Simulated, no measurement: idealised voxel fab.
You're looking at the process module voxel capacitor over wiring.
cross-section cut | 220 nm wide | cells 5 nm
A cross-section in this document is a grid of square cells, and it is written down as bands, the top band listed before the ones below it; a band is made up of one or more rows of cells. Per band: top height and bottom height in nm, followed by the left-to-right materials and their widths in nm; "everywhere" marks a single material spanning edge to edge, "empty" marks empty space. Height datum 0, below which the as-received substrate wafer is one material. Lowest band open at the bottom, running downward: "top 0, no bottom". The two numbers in a width such as "30->40" mark its ends across the band: the first belongs to the top row of cells, the second to the bottom row, and from each row to the next the width moves by the same amount. "nothing got changed" (step): cross-section cells unchanged, all of them. In the "Completely sealed voids" entry, you get each enclosed empty space of 8 cells or more, one with no open way to the top, written width x height at distance, distance from the left edge, in nm. Read whatever lies past the settings on a step's line as the simulator's own remark about the step. Among the settings permitted on a step's line is "overlay nm"; applied to a step with a mask, it specifies the extent to which the mask lay to the right of its planned position, whereas a negative figure signifies a position to the left.

-- The following list gives the planned process steps
- 1: RECEIVE [material Si]
- 2: CONFORMAL_DEP [material SiO2] [thk nm 10]
- 3: CONFORMAL_DEP [material SiCN] [thk nm 5]
- 4: DIRECTIONAL_DEP [material lowk] [thk nm 20]
- 5: DIRECTIONAL_DEP [material aC] [thk nm 15]
- 6: PATTERN [tone open] [mask id METAL_1] [material resist] [width nm 30] [pitch nm 90] [thk nm 30] [overlay nm 0]
- 7: DIRECTIONAL_ETCH [etch materials aC] [depth nm 15]
- 8: STRIP [etch materials resist]
- 9: DIRECTIONAL_ETCH [etch materials lowk] [depth nm 20]
- 10: DIRECTIONAL_ETCH [etch materials SiCN] [depth nm 5]
- 11: STRIP [etch materials aC]
- 12: CONFORMAL_DEP [material TiN] [thk nm 5]
- 13: FILL_DEP [material Cu] [thk nm 10]
- 14: CMP [height nm 35]
- 15: CONFORMAL_DEP [material SiCN] [thk nm 5]
- 16: DIRECTIONAL_DEP [material lowk] [thk nm 10]
- 17: PATTERN [tone open] [mask id PLUG_1] [material resist] [width nm 15] [thk nm 15] [overlay nm 0]
- 18: DIRECTIONAL_ETCH [etch materials lowk] [depth nm 10]
- 19: DIRECTIONAL_ETCH [etch materials SiCN] [depth nm 5]
- 20: STRIP [etch materials resist]
- 21: CONFORMAL_DEP [material TiN] [thk nm 5]
- 22: FILL_DEP [material Ru] [thk nm 5]
- 23: CMP [height nm 50]
- 24: DIRECTIONAL_DEP [material TiN] [thk nm 10]
- 25: DIRECTIONAL_DEP [material SiN] [thk nm 5]
- 26: DIRECTIONAL_DEP [material TiN] [thk nm 10]
- 27: DIRECTIONAL_DEP [material aC] [thk nm 15]
- 28: PATTERN [tone cover] [mask id UPPER_PLATE] [material resist] [width nm 65] [thk nm 35] [overlay nm 0]
- 29: DIRECTIONAL_ETCH [etch materials aC] [depth nm 15]
- 30: STRIP [etch materials resist]
- 31: DIRECTIONAL_ETCH [etch materials TiN] [depth nm 10]
- 32: DIRECTIONAL_ETCH [etch materials SiN] [depth nm 5]
- 33: STRIP [etch materials aC]
- 34: PATTERN [tone cover] [mask id LOWER_PLATE] [material resist] [width nm 75] [thk nm 20] [overlay nm 0]
- 35: DIRECTIONAL_ETCH [etch materials TiN] [depth nm 10]
- 36: STRIP [etch materials resist]
- 37: FILL_DEP [material SiO2] [thk nm 15]
- 38: CMP [height nm 85]
- 39: DIRECTIONAL_DEP [material aC] [thk nm 15]
- 40: PATTERN [tone open] [mask id PLUG_2] [material resist] [width nm 15] [thk nm 30] [overlay nm 0]
- 41: DIRECTIONAL_ETCH [etch materials aC] [depth nm 15]
- 42: STRIP [etch materials resist]
- 43: DIRECTIONAL_ETCH [etch materials SiO2] [depth nm 10]
- 44: STRIP [etch materials aC]
- 45: CONFORMAL_DEP [material TiN] [thk nm 5]
- 46: FILL_DEP [material Ru] [thk nm 10]
- 47: CMP [height nm 85]
- 48: CONFORMAL_DEP [material SiN] [thk nm 5]

-- First wafer out of two, processed as planned

-- This is the cross-section of the wafer as we received it, i.e. after step 1
top 0, no bottom: Si everywhere
Completely sealed voids: none

-- Sectional view: wafer, after step 2
top 10, bottom 0: SiO2 everywhere
For the remainder of the cross-section, below 0, there is no change.

-- Sectional view: wafer, after step 3
top 15, bottom 10: SiCN everywhere
For the remainder of the cross-section, below 10, there is no change.

-- Sectional view: wafer, after step 4
top 35, bottom 15: lowk everywhere
For the remainder of the cross-section, below 15, there is no change.

-- Sectional view: wafer, after step 5
top 50, bottom 35: aC everywhere
For the remainder of the cross-section, below 35, there is no change.

-- Sectional view: wafer, after step 6
top 80, bottom 50: 50 of resist, 30 of empty, 60 of resist, 30 of empty, 50 of resist
For the remainder of the cross-section, below 50, there is no change.

-- Sectional view: wafer, after step 7
top 65, bottom 50: 50 of resist, 30 of empty, 60 of resist, 30 of empty, 50 of resist
top 50, bottom 35: 50 of aC, 30 of empty, 60 of aC, 30 of empty, 50 of aC
For the remainder of the cross-section, below 35, there is no change.

-- Sectional view: wafer, after step 8
top 50, bottom 35: 50 of aC, 30 of empty, 60 of aC, 30 of empty, 50 of aC
For the remainder of the cross-section, below 35, there is no change.

-- Sectional view: wafer, after step 9
top 50, bottom 35: 50 of aC, 30 of empty, 60 of aC, 30 of empty, 50 of aC
top 35, bottom 15: 50 of lowk, 30 of empty, 60 of lowk, 30 of empty, 50 of lowk
For the remainder of the cross-section, below 15, there is no change.

-- Sectional view: wafer, after step 10
top 50, bottom 35: 50 of aC, 30 of empty, 60 of aC, 30 of empty, 50 of aC
top 35, bottom 15: 50 of lowk, 30 of empty, 60 of lowk, 30 of empty, 50 of lowk
top 15, bottom 10: 50 of SiCN, 30 of empty, 60 of SiCN, 30 of empty, 50 of SiCN
For the remainder of the cross-section, below 10, there is no change.

-- Sectional view: wafer, after step 11
top 35, bottom 15: 50 of lowk, 30 of empty, 60 of lowk, 30 of empty, 50 of lowk
For the remainder of the cross-section, below 15, there is no change.

-- Sectional view: wafer, after step 12
top 40, bottom 35: 55 of TiN, 20 of empty, 70 of TiN, 20 of empty, 55 of TiN
top 35, bottom 15: 50 of lowk, 5 of TiN, 20 of empty, 5 of TiN, 60 of lowk, 5 of TiN, 20 of empty, 5 of TiN, 50 of lowk
top 15, bottom 10: 50 of SiCN, 30 of TiN, 60 of SiCN, 30 of TiN, 50 of SiCN
For the remainder of the cross-section, below 10, there is no change.

-- Sectional view: wafer, after step 13
top 50, bottom 40: Cu everywhere
top 40, bottom 35: 55 of TiN, 20 of Cu, 70 of TiN, 20 of Cu, 55 of TiN
top 35, bottom 15: 50 of lowk, 5 of TiN, 20 of Cu, 5 of TiN, 60 of lowk, 5 of TiN, 20 of Cu, 5 of TiN, 50 of lowk
For the remainder of the cross-section, below 15, there is no change.

-- Sectional view: wafer, after step 14
top 35, bottom 15: 50 of lowk, 5 of TiN, 20 of Cu, 5 of TiN, 60 of lowk, 5 of TiN, 20 of Cu, 5 of TiN, 50 of lowk
For the remainder of the cross-section, below 15, there is no change.

-- Sectional view: wafer, after step 15
top 40, bottom 35: SiCN everywhere
For the remainder of the cross-section, below 35, there is no change.

-- Sectional view: wafer, after step 16
top 50, bottom 40: lowk everywhere
For the remainder of the cross-section, below 40, there is no change.

-- Sectional view: wafer, after step 17
top 65, bottom 50: 65 of resist, 15 of empty, 140 of resist
For the remainder of the cross-section, below 50, there is no change.

-- Sectional view: wafer, after step 18
top 65, bottom 50: 65 of resist, 15 of empty, 140 of resist
top 50, bottom 40: 65 of lowk, 15 of empty, 140 of lowk
For the remainder of the cross-section, below 40, there is no change.

-- Sectional view: wafer, after step 19
top 65, bottom 50: 65 of resist, 15 of empty, 140 of resist
top 50, bottom 40: 65 of lowk, 15 of empty, 140 of lowk
top 40, bottom 35: 65 of SiCN, 15 of empty, 140 of SiCN
For the remainder of the cross-section, below 35, there is no change.

-- Sectional view: wafer, after step 20
top 50, bottom 40: 65 of lowk, 15 of empty, 140 of lowk
For the remainder of the cross-section, below 40, there is no change.

-- Sectional view: wafer, after step 21
top 55, bottom 50: 70 of TiN, 5 of empty, 145 of TiN
top 50, bottom 40: 65 of lowk, 5 of TiN, 5 of empty, 5 of TiN, 140 of lowk
top 40, bottom 35: 65 of SiCN, 15 of TiN, 140 of SiCN
For the remainder of the cross-section, below 35, there is no change.

-- Sectional view: wafer, after step 22
top 60, bottom 55: Ru everywhere
top 55, bottom 50: 70 of TiN, 5 of Ru, 145 of TiN
top 50, bottom 40: 65 of lowk, 5 of TiN, 5 of Ru, 5 of TiN, 140 of lowk
For the remainder of the cross-section, below 40, there is no change.

-- Sectional view: wafer, after step 23
top 50, bottom 40: 65 of lowk, 5 of TiN, 5 of Ru, 5 of TiN, 140 of lowk
For the remainder of the cross-section, below 40, there is no change.

-- Sectional view: wafer, after step 24
top 60, bottom 50: TiN everywhere
For the remainder of the cross-section, below 50, there is no change.

-- Sectional view: wafer, after step 25
top 65, bottom 60: SiN everywhere
For the remainder of the cross-section, below 60, there is no change.

-- Sectional view: wafer, after step 26
top 75, bottom 65: TiN everywhere
For the remainder of the cross-section, below 65, there is no change.

-- Sectional view: wafer, after step 27
top 90, bottom 75: aC everywhere
For the remainder of the cross-section, below 75, there is no change.

-- Sectional view: wafer, after step 28
top 125, bottom 90: 65 of empty, 65 of resist, 90 of empty
For the remainder of the cross-section, below 90, there is no change.

-- Sectional view: wafer, after step 29
top 110, bottom 90: 65 of empty, 65 of resist, 90 of empty
top 90, bottom 75: 65 of empty, 65 of aC, 90 of empty
For the remainder of the cross-section, below 75, there is no change.

-- Sectional view: wafer, after step 30
top 90, bottom 75: 65 of empty, 65 of aC, 90 of empty
For the remainder of the cross-section, below 75, there is no change.

-- Sectional view: wafer, after step 31
top 90, bottom 75: 65 of empty, 65 of aC, 90 of empty
top 75, bottom 65: 65 of empty, 65 of TiN, 90 of empty
For the remainder of the cross-section, below 65, there is no change.

-- Sectional view: wafer, after step 32
top 90, bottom 75: 65 of empty, 65 of aC, 90 of empty
top 75, bottom 65: 65 of empty, 65 of TiN, 90 of empty
top 65, bottom 60: 65 of empty, 65 of SiN, 90 of empty
For the remainder of the cross-section, below 60, there is no change.

-- Sectional view: wafer, after step 33
top 75, bottom 65: 65 of empty, 65 of TiN, 90 of empty
For the remainder of the cross-section, below 65, there is no change.

-- Sectional view: wafer, after step 34
top 95, bottom 75: 60 of empty, 75 of resist, 85 of empty
top 75, bottom 65: 60 of empty, 5 of resist, 65 of TiN, 5 of resist, 85 of empty
top 65, bottom 60: 60 of empty, 5 of resist, 65 of SiN, 5 of resist, 85 of empty
For the remainder of the cross-section, below 60, there is no change.

-- Sectional view: wafer, after step 35
top 95, bottom 75: 60 of empty, 75 of resist, 85 of empty
top 75, bottom 65: 60 of empty, 5 of resist, 65 of TiN, 5 of resist, 85 of empty
top 65, bottom 60: 60 of empty, 5 of resist, 65 of SiN, 5 of resist, 85 of empty
top 60, bottom 50: 60 of empty, 75 of TiN, 85 of empty
For the remainder of the cross-section, below 50, there is no change.

-- Sectional view: wafer, after step 36
top 75, bottom 65: 65 of empty, 65 of TiN, 90 of empty
top 65, bottom 60: 65 of empty, 65 of SiN, 90 of empty
For the remainder of the cross-section, below 60, there is no change.

-- Sectional view: wafer, after step 37
top 90, bottom 75: SiO2 everywhere
top 75, bottom 65: 65 of SiO2, 65 of TiN, 90 of SiO2
top 65, bottom 60: 65 of SiO2, 65 of SiN, 90 of SiO2
top 60, bottom 50: 60 of SiO2, 75 of TiN, 85 of SiO2
For the remainder of the cross-section, below 50, there is no change.

-- Sectional view: wafer, after step 38
top 85, bottom 75: SiO2 everywhere
For the remainder of the cross-section, below 75, there is no change.

-- Sectional view: wafer, after step 39
top 100, bottom 85: aC everywhere
For the remainder of the cross-section, below 85, there is no change.

-- Sectional view: wafer, after step 40
top 130, bottom 100: 75 of resist, 15 of empty, 130 of resist
For the remainder of the cross-section, below 100, there is no change.

-- Sectional view: wafer, after step 41
top 115, bottom 100: 75 of resist, 15 of empty, 130 of resist
top 100, bottom 85: 75 of aC, 15 of empty, 130 of aC
For the remainder of the cross-section, below 85, there is no change.

-- Sectional view: wafer, after step 42
top 100, bottom 85: 75 of aC, 15 of empty, 130 of aC
For the remainder of the cross-section, below 85, there is no change.

-- Sectional view: wafer, after step 43
top 100, bottom 85: 75 of aC, 15 of empty, 130 of aC
top 85, bottom 75: 75 of SiO2, 15 of empty, 130 of SiO2
For the remainder of the cross-section, below 75, there is no change.

-- Sectional view: wafer, after step 44
top 85, bottom 75: 75 of SiO2, 15 of empty, 130 of SiO2
For the remainder of the cross-section, below 75, there is no change.

-- Sectional view: wafer, after step 45
top 90, bottom 85: 80 of TiN, 5 of empty, 135 of TiN
top 85, bottom 80: 75 of SiO2, 5 of TiN, 5 of empty, 5 of TiN, 130 of SiO2
top 80, bottom 75: 75 of SiO2, 15 of TiN, 130 of SiO2
For the remainder of the cross-section, below 75, there is no change.

-- Sectional view: wafer, after step 46
top 100, bottom 90: Ru everywhere
top 90, bottom 85: 80 of TiN, 5 of Ru, 135 of TiN
top 85, bottom 80: 75 of SiO2, 5 of TiN, 5 of Ru, 5 of TiN, 130 of SiO2
For the remainder of the cross-section, below 80, there is no change.

-- Sectional view: wafer, after step 47
top 85, bottom 80: 75 of SiO2, 5 of TiN, 5 of Ru, 5 of TiN, 130 of SiO2
For the remainder of the cross-section, below 80, there is no change.

-- Sectional view: wafer, after step 48
top 90, bottom 85: SiN everywhere
For the remainder of the cross-section, below 85, there is no change.

-- Wafer two. Identical start, identical plan. One mistake in execution. Identical history through step 36

-- X-section, second wafer, when step 37 was due to finish
top 90, bottom 75: Ru everywhere
top 75, bottom 65: 65 of Ru, 65 of TiN, 90 of Ru
top 65, bottom 60: 65 of Ru, 65 of SiN, 90 of Ru
top 60, bottom 50: 60 of Ru, 75 of TiN, 85 of Ru
For the remainder of the cross-section, below 50, there is no change.

-- X-section, second wafer, when step 38 was due to finish
top 85, bottom 75: Ru everywhere
For the remainder of the cross-section, below 75, there is no change.

-- X-section, second wafer, when step 39 was due to finish
top 100, bottom 85: aC everywhere
For the remainder of the cross-section, below 85, there is no change.

-- X-section, second wafer, when step 40 was due to finish
top 130, bottom 100: 75 of resist, 15 of empty, 130 of resist
For the remainder of the cross-section, below 100, there is no change.

-- X-section, second wafer, when step 41 was due to finish
top 115, bottom 100: 75 of resist, 15 of empty, 130 of resist
top 100, bottom 85: 75 of aC, 15 of empty, 130 of aC
For the remainder of the cross-section, below 85, there is no change.

-- X-section, second wafer, when step 42 was due to finish
top 100, bottom 85: 75 of aC, 15 of empty, 130 of aC
For the remainder of the cross-section, below 85, there is no change.

X-section, second wafer, when step 43 was due to finish: nothing got changed

-- X-section, second wafer, when step 44 was due to finish
top 85, bottom 75: Ru everywhere
For the remainder of the cross-section, below 75, there is no change.

-- X-section, second wafer, when step 45 was due to finish
top 90, bottom 85: TiN everywhere
For the remainder of the cross-section, below 85, there is no change.

-- X-section, second wafer, when step 46 was due to finish
top 100, bottom 90: Ru everywhere
For the remainder of the cross-section, below 90, there is no change.

-- X-section, second wafer, when step 47 was due to finish
top 85, bottom 75: Ru everywhere
For the remainder of the cross-section, below 75, there is no change.

-- X-section, second wafer, when step 48 was due to finish
top 90, bottom 85: SiN everywhere
For the remainder of the cross-section, below 85, there is no change.
Run error: step 37 ran as: FILL_DEP [material Ru] [thk nm 15]
The second wafer ends with more or fewer cells of some materials than the first, per final count: +238 Ru, -233 SiO2, -5 TiN
